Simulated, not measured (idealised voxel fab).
The process module presented herein is designated voxel ribs on slabs.
The cross-section shown here is cut; it is 155 nm wide and divided into square cells measuring 5 nm on a side.
This document writes a cross-section as a grid whose cells are square, and gives it as bands, listed from the top down; one or more rows of cells form a band. For a band, the entry starts with two heights in nm, that of the top and then that of the bottom, and carries on with the band's materials in order from left to right, each alongside its width in nm; the word "everywhere" beside a single material means it fills the band edge to edge, and "blank" means empty space. The level at which height equals 0 is the one under which the wafer, as it arrives, is entirely one material. No lower edge exists for the bottom band, which continues downward and is notated as in "0 -> down". Quick explanation for "30->40": the width changes in equal steps down the rows of cells, from the first number in the band's top row to the second number in its bottom row. For the purposes of this document, the phrase "no alteration" attached to a step denotes that no cell within the cross-section was modified by that step. The label "Voids, sealed" introduces a list of the empty spaces, 8 cells or larger, that have no open way up to the top; each entry in it reads width x height at distance, where the distance is taken from the left edge and all three are stated in nm. What comes after the settings on a step's line is commentary from the simulator itself on that step. The setting "overlay nm" may be written on the line of a step. When the step uses a mask, the value reports how far to the right of the planned place the mask lay, and a negative value reports that it lay to the left. Before/after cross-section pairs, one process step each; after shown to lowest changed band; step and settings beneath. Pairs may be from different runs of this module on the same starting wafer; a pair continues from the one above only where its "Pre-step condition" entry says so.

PRE-STEP CONDITION
> 40 -> 35 | 70 blank, 15 polySi, 70 blank
> 35 -> 20 | polySi everywhere
> 20 -> 0 | SiO2 everywhere
> 0 -> down | Si everywhere
> Voids, sealed: none

POST-STEP CROSS-SECTION
> 35 -> 25 | 40 polySi, 75 blank, 40 polySi
> 25 -> 20 | 40 polySi, 30 blank, 15 polySi, 30 blank, 40 polySi
> All layers under 20 are left as they were.
> Voids, sealed: none
The cross-sections above show the structure before and after this step: op MASKED_ETCH | tone open | mask id SLAB | width nm 75 | etch materials polySi | depth nm 15 | overlay nm 0

Pre-step condition: per the after cross-section of the pair just above.

POST-STEP CROSS-SECTION
> 65 -> 35 | SiO2 everywhere
> 35 -> 25 | 40 polySi, 75 SiO2, 40 polySi
> 25 -> 20 | 40 polySi, 30 SiO2, 15 polySi, 30 SiO2, 40 polySi
> All layers under 20 are left as they were.
> Voids, sealed: none
The cross-sections above show the structure before and after this step: op FILL_DEP | material SiO2 | thk nm 30

Pre-step condition: per the after cross-section of the pair just above.

POST-STEP CROSS-SECTION
> 60 -> 35 | SiO2 everywhere
> All layers under 35 are left as they were.
> Voids, sealed: none
The cross-sections above show the structure before and after this step: op CMP | height nm 60

Pre-step condition: per the after cross-section of the pair just above.

POST-STEP CROSS-SECTION
> 65 -> 60 | W everywhere
> All layers under 60 are left as they were.
> Voids, sealed: none
The cross-sections above show the structure before and after this step: op DIRECTIONAL_DEP | material W | thk nm 5

Pre-step condition: per the after cross-section of the pair just above.

POST-STEP CROSS-SECTION
> 80 -> 65 | aC everywhere
> All layers under 65 are left as they were.
> Voids, sealed: none
The cross-sections above show the structure before and after this step: op DIRECTIONAL_DEP | material aC | thk nm 15

Pre-step condition: per the after cross-section of the pair just above.

POST-STEP CROSS-SECTION
> 115 -> 80 | 65 blank, 25 resist, 65 blank
> All layers under 80 are left as they were.
> Voids, sealed: none
The cross-sections above show the structure before and after this step: op PATTERN | tone cover | mask id HEATER | material resist | width nm 25 | thk nm 35 | overlay nm 0

Pre-step condition: per the after cross-section of the pair just above.

POST-STEP CROSS-SECTION
> 100 -> 80 | 65 blank, 25 resist, 65 blank
> 80 -> 65 | 65 blank, 25 aC, 65 blank
> All layers under 65 are left as they were.
> Voids, sealed: none
The cross-sections above show the structure before and after this step: op DIRECTIONAL_ETCH | etch materials aC | depth nm 15

Pre-step condition: per the after cross-section of the pair just above.

POST-STEP CROSS-SECTION
> 80 -> 65 | 65 blank, 25 aC, 65 blank
> All layers under 65 are left as they were.
> Voids, sealed: none
The cross-sections above show the structure before and after this step: op STRIP | etch materials resist

Pre-step condition: per the after cross-section of the pair just above.

POST-STEP CROSS-SECTION
> 80 -> 65 | 65 blank, 25 aC, 65 blank
> 65 -> 60 | 65 blank, 25 W, 65 blank
> All layers under 60 are left as they were.
> Voids, sealed: none
The cross-sections above show the structure before and after this step: op DIRECTIONAL_ETCH | etch materials W | depth nm 5

Pre-step condition: per the after cross-section of the pair just above.

POST-STEP CROSS-SECTION
> 65 -> 60 | 65 blank, 25 W, 65 blank
> All layers under 60 are left as they were.
> Voids, sealed: none
The cross-sections above show the structure before and after this step: op STRIP | etch materials aC

Pre-step condition: per the after cross-section of the pair just above.

POST-STEP CROSS-SECTION
> 75 -> 70 | 55 blank, 45 SiN, 55 blank
> 70 -> 65 | SiN everywhere
> 65 -> 60 | 65 SiN, 25 W, 65 SiN
> All layers under 60 are left as they were.
> Voids, sealed: none
The cross-sections above show the structure before and after this step: op CONFORMAL_DEP | material SiN | thk nm 10
